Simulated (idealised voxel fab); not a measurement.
Herein follows the process module entitled voxel capacitor over wiring.
The cross-section on display is named cut; it measures 235 nm wide, and its cells are 5 nm squares.
Cross-section spec: square-cell grid; bands listed top down; each band is one or more rows. In this notation a band is specified by the heights of its top and bottom, in that order and in nm, after which its materials appear from left to right, each paired with its width in nm. The word "edge to edge" attached to a single material means that material fills the band from edge to edge; the word "empty" stands for empty space. Basically, 0 is our baseline, since under it the wafer straight out of the box is all one material. The bottom band has no lower end and keeps on going down, so it looks like "top 0, no bottom". A two-number width, for instance "30..40", indicates that the width is equal to the first number in the top row of the band and to the second number in the bottom row, and that it changes by a constant amount per row of cells. What does "everything unchanged" mean for a step? It means no cell of the cross-section changed in that step. This entry, "Sealed void listing", enumerates those empty regions of no fewer than 8 cells that possess no open connection to the top. Each region is reported in the form width x height at distance, the distance being taken from the left edge, with all three quantities expressed in nm. On each step's line, the part that comes after the settings is the simulator's own comment on the step. overlay nm: step with mask; distance mask lay right of planned place; negative value = left of planned place.
Planned process steps:
- 1: RECEIVE, material Si
- 2: CONFORMAL_DEP, material SiO2, thk nm 15
- 3: DIRECTIONAL_DEP, material TiN, thk nm 5
- 4: DIRECTIONAL_DEP, material W, thk nm 20
- 5: MASKED_ETCH, tone cover, mask id METAL_1, width nm 25, pitch nm 95, etch materials W, depth nm 20, overlay nm 0
- 6: MASKED_ETCH, tone cover, mask id METAL_1, width nm 25, pitch nm 95, etch materials TiN, depth nm 5, overlay nm 0
- 7: CONFORMAL_DEP, material SiN, thk nm 5
- 8: FILL_DEP, material lowk, thk nm 5
- 9: CMP, height nm 40
- 10: CONFORMAL_DEP, material SiCN, thk nm 5
- 11: DIRECTIONAL_DEP, material SiO2, thk nm 20
- 12: MASKED_ETCH, tone open, mask id PLUG_1, width nm 15, etch materials SiO2, depth nm 20, overlay nm 0
- 13: MASKED_ETCH, tone open, mask id PLUG_1, width nm 15, etch materials SiCN, depth nm 5, overlay nm 0
- 14: EPI, material Ru, thk nm 10
- 15: EPI, material Ru, thk nm 10
- 16: EPI, material Ru, thk nm 5
- 17: DIRECTIONAL_DEP, material TiN, thk nm 10
- 18: DIRECTIONAL_DEP, material Al2O3, thk nm 5
- 19: DIRECTIONAL_DEP, material TiN, thk nm 10
- 20: DIRECTIONAL_DEP, material aC, thk nm 15
- 21: PATTERN, tone cover, mask id UPPER_PLATE, material resist, width nm 75, thk nm 35, overlay nm 0
- 22: DIRECTIONAL_ETCH, etch materials aC, depth nm 15
- 23: STRIP, etch materials resist
- 24: DIRECTIONAL_ETCH, etch materials TiN, depth nm 10
- 25: DIRECTIONAL_ETCH, etch materials Al2O3, depth nm 5
- 26: STRIP, etch materials aC
- 27: MASKED_ETCH, tone cover, mask id LOWER_PLATE, width nm 85, etch materials TiN, depth nm 10, overlay nm 0
- 28: FILL_DEP, material SiO2, thk nm 15
- 29: CMP, height nm 100
- 30: DIRECTIONAL_DEP, material aC, thk nm 10
- 31: PATTERN, tone open, mask id PLUG_2, material resist, width nm 15, thk nm 25, overlay nm 0
- 32: DIRECTIONAL_ETCH, etch materials aC, depth nm 10
- 33: STRIP, etch materials resist
- 34: DIRECTIONAL_ETCH, etch materials SiO2, depth nm 10
- 35: STRIP, etch materials aC
- 36: CONFORMAL_DEP, material TiN, thk nm 5
- 37: FILL_DEP, material Ru, thk nm 10
- 38: CMP, height nm 100
- 39: CONFORMAL_DEP, material SiN, thk nm 5
The first of a set of two wafers, run to plan:
Received-state cross-section, reflecting completion of step 1:
> top 0, no bottom = Si edge to edge
> Sealed void listing: none
Wafer after step 2 (cross-section):
> top 15, bottom 0 = SiO2 edge to edge
> All layers under 0 are left as they were.
Wafer after step 3 (cross-section):
> top 20, bottom 15 = TiN edge to edge
> All layers under 15 are left as they were.
Wafer after step 4 (cross-section):
> top 40, bottom 20 = W edge to edge
> All layers under 20 are left as they were.
Wafer after step 5 (cross-section):
> top 40, bottom 20 = empty (55) | W (25) | empty (70) | W (25) | empty (60)
> All layers under 20 are left as they were.
Wafer after step 6 (cross-section):
> top 40, bottom 20 = empty (55) | W (25) | empty (70) | W (25) | empty (60)
> top 20, bottom 15 = empty (55) | TiN (25) | empty (70) | TiN (25) | empty (60)
> All layers under 15 are left as they were.
Wafer after step 7 (cross-section):
> top 45, bottom 40 = empty (50) | SiN (35) | empty (60) | SiN (35) | empty (55)
> top 40, bottom 20 = empty (50) | SiN (5) | W (25) | SiN (5) | empty (60) | SiN (5) | W (25) | SiN (5) | empty (55)
> top 20, bottom 15 = SiN (55) | TiN (25) | SiN (70) | TiN (25) | SiN (60)
> All layers under 15 are left as they were.
Wafer after step 8 (cross-section):
> top 50, bottom 45 = lowk edge to edge
> top 45, bottom 40 = lowk (50) | SiN (35) | lowk (60) | SiN (35) | lowk (55)
> top 40, bottom 20 = lowk (50) | SiN (5) | W (25) | SiN (5) | lowk (60) | SiN (5) | W (25) | SiN (5) | lowk (55)
> All layers under 20 are left as they were.
Wafer after step 9 (cross-section):
> top 40, bottom 20 = lowk (50) | SiN (5) | W (25) | SiN (5) | lowk (60) | SiN (5) | W (25) | SiN (5) | lowk (55)
> All layers under 20 are left as they were.
Wafer after step 10 (cross-section):
> top 45, bottom 40 = SiCN edge to edge
> All layers under 40 are left as they were.
Wafer after step 11 (cross-section):
> top 65, bottom 45 = SiO2 edge to edge
> All layers under 45 are left as they were.
Wafer after step 12 (cross-section):
> top 65, bottom 45 = SiO2 (65) | empty (15) | SiO2 (155)
> All layers under 45 are left as they were.
Wafer after step 13 (cross-section):
> top 65, bottom 45 = SiO2 (65) | empty (15) | SiO2 (155)
> top 45, bottom 40 = SiCN (65) | empty (15) | SiCN (155)
> All layers under 40 are left as they were.
Wafer after step 14 (cross-section):
> top 65, bottom 50 = SiO2 (65) | empty (15) | SiO2 (155)
> top 50, bottom 45 = SiO2 (65) | Ru (15) | SiO2 (155)
> top 45, bottom 40 = SiCN (65) | Ru (15) | SiCN (155)
> All layers under 40 are left as they were.
Wafer after step 15 (cross-section):
> top 65, bottom 60 = SiO2 (65) | empty (15) | SiO2 (155)
> top 60, bottom 45 = SiO2 (65) | Ru (15) | SiO2 (155)
> All layers under 45 are left as they were.
Wafer after step 16 (cross-section):
> top 65, bottom 45 = SiO2 (65) | Ru (15) | SiO2 (155)
> All layers under 45 are left as they were.
Wafer after step 17 (cross-section):
> top 75, bottom 65 = TiN edge to edge
> All layers under 65 are left as they were.
Wafer after step 18 (cross-section):
> top 80, bottom 75 = Al2O3 edge to edge
> All layers under 75 are left as they were.
Wafer after step 19 (cross-section):
> top 90, bottom 80 = TiN edge to edge
> All layers under 80 are left as they were.
Wafer after step 20 (cross-section):
> top 105, bottom 90 = aC edge to edge
> All layers under 90 are left as they were.
Wafer after step 21 (cross-section):
> top 140, bottom 105 = empty (65) | resist (75) | empty (95)
> All layers under 105 are left as they were.
Wafer after step 22 (cross-section):
> top 125, bottom 105 = empty (65) | resist (75) | empty (95)
> top 105, bottom 90 = empty (65) | aC (75) | empty (95)
> All layers under 90 are left as they were.
Wafer after step 23 (cross-section):
> top 105, bottom 90 = empty (65) | aC (75) | empty (95)
> All layers under 90 are left as they were.
Wafer after step 24 (cross-section):
> top 105, bottom 90 = empty (65) | aC (75) | empty (95)
> top 90, bottom 80 = empty (65) | TiN (75) | empty (95)
> All layers under 80 are left as they were.
Wafer after step 25 (cross-section):
> top 105, bottom 90 = empty (65) | aC (75) | empty (95)
> top 90, bottom 80 = empty (65) | TiN (75) | empty (95)
> top 80, bottom 75 = empty (65) | Al2O3 (75) | empty (95)
> All layers under 75 are left as they were.
Wafer after step 26 (cross-section):
> top 90, bottom 80 = empty (65) | TiN (75) | empty (95)
> All layers under 80 are left as they were.
Wafer after step 27 (cross-section):
> top 90, bottom 80 = empty (65) | TiN (75) | empty (95)
> top 80, bottom 75 = empty (65) | Al2O3 (75) | empty (95)
> top 75, bottom 65 = empty (60) | TiN (85) | empty (90)
> All layers under 65 are left as they were.
Wafer after step 28 (cross-section):
> top 105, bottom 90 = SiO2 edge to edge
> top 90, bottom 80 = SiO2 (65) | TiN (75) | SiO2 (95)
> top 80, bottom 75 = SiO2 (65) | Al2O3 (75) | SiO2 (95)
> top 75, bottom 65 = SiO2 (60) | TiN (85) | SiO2 (90)
> All layers under 65 are left as they were.
Wafer after step 29 (cross-section):
> top 100, bottom 90 = SiO2 edge to edge
> All layers under 90 are left as they were.
Wafer after step 30 (cross-section):
> top 110, bottom 100 = aC edge to edge
> All layers under 100 are left as they were.
Wafer after step 31 (cross-section):
> top 135, bottom 110 = resist (75) | empty (15) | resist (145)
> All layers under 110 are left as they were.
Wafer after step 32 (cross-section):
> top 125, bottom 110 = resist (75) | empty (15) | resist (145)
> top 110, bottom 100 = aC (75) | empty (15) | aC (145)
> All layers under 100 are left as they were.
Wafer after step 33 (cross-section):
> top 110, bottom 100 = aC (75) | empty (15) | aC (145)
> All layers under 100 are left as they were.
Wafer after step 34 (cross-section):
> top 110, bottom 100 = aC (75) | empty (15) | aC (145)
> top 100, bottom 90 = SiO2 (75) | empty (15) | SiO2 (145)
> All layers under 90 are left as they were.
Wafer after step 35 (cross-section):
> top 100, bottom 90 = SiO2 (75) | empty (15) | SiO2 (145)
> All layers under 90 are left as they were.
Wafer after step 36 (cross-section):
> top 105, bottom 100 = TiN (80) | empty (5) | TiN (150)
> top 100, bottom 95 = SiO2 (75) | TiN (5) | empty (5) | TiN (5) | SiO2 (145)
> top 95, bottom 90 = SiO2 (75) | TiN (15) | SiO2 (145)
> All layers under 90 are left as they were.
Wafer after step 37 (cross-section):
> top 115, bottom 105 = Ru edge to edge
> top 105, bottom 100 = TiN (80) | Ru (5) | TiN (150)
> top 100, bottom 95 = SiO2 (75) | TiN (5) | Ru (5) | TiN (5) | SiO2 (145)
> All layers under 95 are left as they were.
Wafer after step 38 (cross-section):
> top 100, bottom 95 = SiO2 (75) | TiN (5) | Ru (5) | TiN (5) | SiO2 (145)
> All layers under 95 are left as they were.
Wafer after step 39 (cross-section):
> top 105, bottom 100 = SiN edge to edge
> All layers under 100 are left as they were.
What follows concerns the second wafer, which started out like the first and was meant to follow the very same plan; one mistake crept in when it was run, but everything up to and including step 12 is the same as for the first wafer:
Look at the second wafer in cross-section at the time step 13 ought to have finished:
> top 65, bottom 45 = SiO2 (65) | empty (15) | SiO2 (155)
> top 45, bottom 40 = SiCN (75) | empty (5) | SiCN (155)
> All layers under 40 are left as they were.
Look at the second wafer in cross-section at the time step 14 ought to have finished:
> top 65, bottom 50 = SiO2 (65) | empty (15) | SiO2 (155)
> top 50, bottom 45 = SiO2 (65) | empty (5) | Ru (10) | SiO2 (155)
> top 45, bottom 40 = SiCN (75) | Ru (5) | SiCN (155)
> All layers under 40 are left as they were.
Look at the second wafer in cross-section at the time step 15 ought to have finished:
> top 65, bottom 60 = SiO2 (65) | empty (15) | SiO2 (155)
> top 60, bottom 45 = SiO2 (65) | Ru (15) | SiO2 (155)
> All layers under 45 are left as they were.
Look at the second wafer in cross-section at the time step 16 ought to have finished:
> top 65, bottom 45 = SiO2 (65) | Ru (15) | SiO2 (155)
> All layers under 45 are left as they were.
Look at the second wafer in cross-section at the time step 17 ought to have finished:
> top 75, bottom 65 = TiN edge to edge
> All layers under 65 are left as they were.
Look at the second wafer in cross-section at the time step 18 ought to have finished:
> top 80, bottom 75 = Al2O3 edge to edge
> All layers under 75 are left as they were.
Look at the second wafer in cross-section at the time step 19 ought to have finished:
> top 90, bottom 80 = TiN edge to edge
> All layers under 80 are left as they were.
Look at the second wafer in cross-section at the time step 20 ought to have finished:
> top 105, bottom 90 = aC edge to edge
> All layers under 90 are left as they were.
Look at the second wafer in cross-section at the time step 21 ought to have finished:
> top 140, bottom 105 = empty (65) | resist (75) | empty (95)
> All layers under 105 are left as they were.
Look at the second wafer in cross-section at the time step 22 ought to have finished:
> top 125, bottom 105 = empty (65) | resist (75) | empty (95)
> top 105, bottom 90 = empty (65) | aC (75) | empty (95)
> All layers under 90 are left as they were.
Look at the second wafer in cross-section at the time step 23 ought to have finished:
> top 105, bottom 90 = empty (65) | aC (75) | empty (95)
> All layers under 90 are left as they were.
Look at the second wafer in cross-section at the time step 24 ought to have finished:
> top 105, bottom 90 = empty (65) | aC (75) | empty (95)
> top 90, bottom 80 = empty (65) | TiN (75) | empty (95)
> All layers under 80 are left as they were.
Look at the second wafer in cross-section at the time step 25 ought to have finished:
> top 105, bottom 90 = empty (65) | aC (75) | empty (95)
> top 90, bottom 80 = empty (65) | TiN (75) | empty (95)
> top 80, bottom 75 = empty (65) | Al2O3 (75) | empty (95)
> All layers under 75 are left as they were.
Look at the second wafer in cross-section at the time step 26 ought to have finished:
> top 90, bottom 80 = empty (65) | TiN (75) | empty (95)
> All layers under 80 are left as they were.
Look at the second wafer in cross-section at the time step 27 ought to have finished:
> top 90, bottom 80 = empty (65) | TiN (75) | empty (95)
> top 80, bottom 75 = empty (65) | Al2O3 (75) | empty (95)
> top 75, bottom 65 = empty (60) | TiN (85) | empty (90)
> All layers under 65 are left as they were.
Look at the second wafer in cross-section at the time step 28 ought to have finished:
> top 105, bottom 90 = SiO2 edge to edge
> top 90, bottom 80 = SiO2 (65) | TiN (75) | SiO2 (95)
> top 80, bottom 75 = SiO2 (65) | Al2O3 (75) | SiO2 (95)
> top 75, bottom 65 = SiO2 (60) | TiN (85) | SiO2 (90)
> All layers under 65 are left as they were.
Look at the second wafer in cross-section at the time step 29 ought to have finished:
> top 100, bottom 90 = SiO2 edge to edge
> All layers under 90 are left as they were.
Look at the second wafer in cross-section at the time step 30 ought to have finished:
> top 110, bottom 100 = aC edge to edge
> All layers under 100 are left as they were.
Look at the second wafer in cross-section at the time step 31 ought to have finished:
> top 135, bottom 110 = resist (75) | empty (15) | resist (145)
> All layers under 110 are left as they were.
Look at the second wafer in cross-section at the time step 32 ought to have finished:
> top 125, bottom 110 = resist (75) | empty (15) | resist (145)
> top 110, bottom 100 = aC (75) | empty (15) | aC (145)
> All layers under 100 are left as they were.
Look at the second wafer in cross-section at the time step 33 ought to have finished:
> top 110, bottom 100 = aC (75) | empty (15) | aC (145)
> All layers under 100 are left as they were.
Look at the second wafer in cross-section at the time step 34 ought to have finished:
> top 110, bottom 100 = aC (75) | empty (15) | aC (145)
> top 100, bottom 90 = SiO2 (75) | empty (15) | SiO2 (145)
> All layers under 90 are left as they were.
Look at the second wafer in cross-section at the time step 35 ought to have finished:
> top 100, bottom 90 = SiO2 (75) | empty (15) | SiO2 (145)
> All layers under 90 are left as they were.
Look at the second wafer in cross-section at the time step 36 ought to have finished:
> top 105, bottom 100 = TiN (80) | empty (5) | TiN (150)
> top 100, bottom 95 = SiO2 (75) | TiN (5) | empty (5) | TiN (5) | SiO2 (145)
> top 95, bottom 90 = SiO2 (75) | TiN (15) | SiO2 (145)
> All layers under 90 are left as they were.
Look at the second wafer in cross-section at the time step 37 ought to have finished:
> top 115, bottom 105 = Ru edge to edge
> top 105, bottom 100 = TiN (80) | Ru (5) | TiN (150)
> top 100, bottom 95 = SiO2 (75) | TiN (5) | Ru (5) | TiN (5) | SiO2 (145)
> All layers under 95 are left as they were.
Look at the second wafer in cross-section at the time step 38 ought to have finished:
> top 100, bottom 95 = SiO2 (75) | TiN (5) | Ru (5) | TiN (5) | SiO2 (145)
> All layers under 95 are left as they were.
Look at the second wafer in cross-section at the time step 39 ought to have finished:
> top 105, bottom 100 = SiN edge to edge
> All layers under 100 are left as they were.
The mistake made against the process plan was this: step 13 did not happen as planned, as run it was MASKED_ETCH, tone open, mask id PLUG_1, width nm 15, etch materials SiCN, depth nm 5, overlay nm 10
Final difference in cells, second wafer against first, listed per material as more or fewer: 2 fewer of Ru | 2 more of SiCN
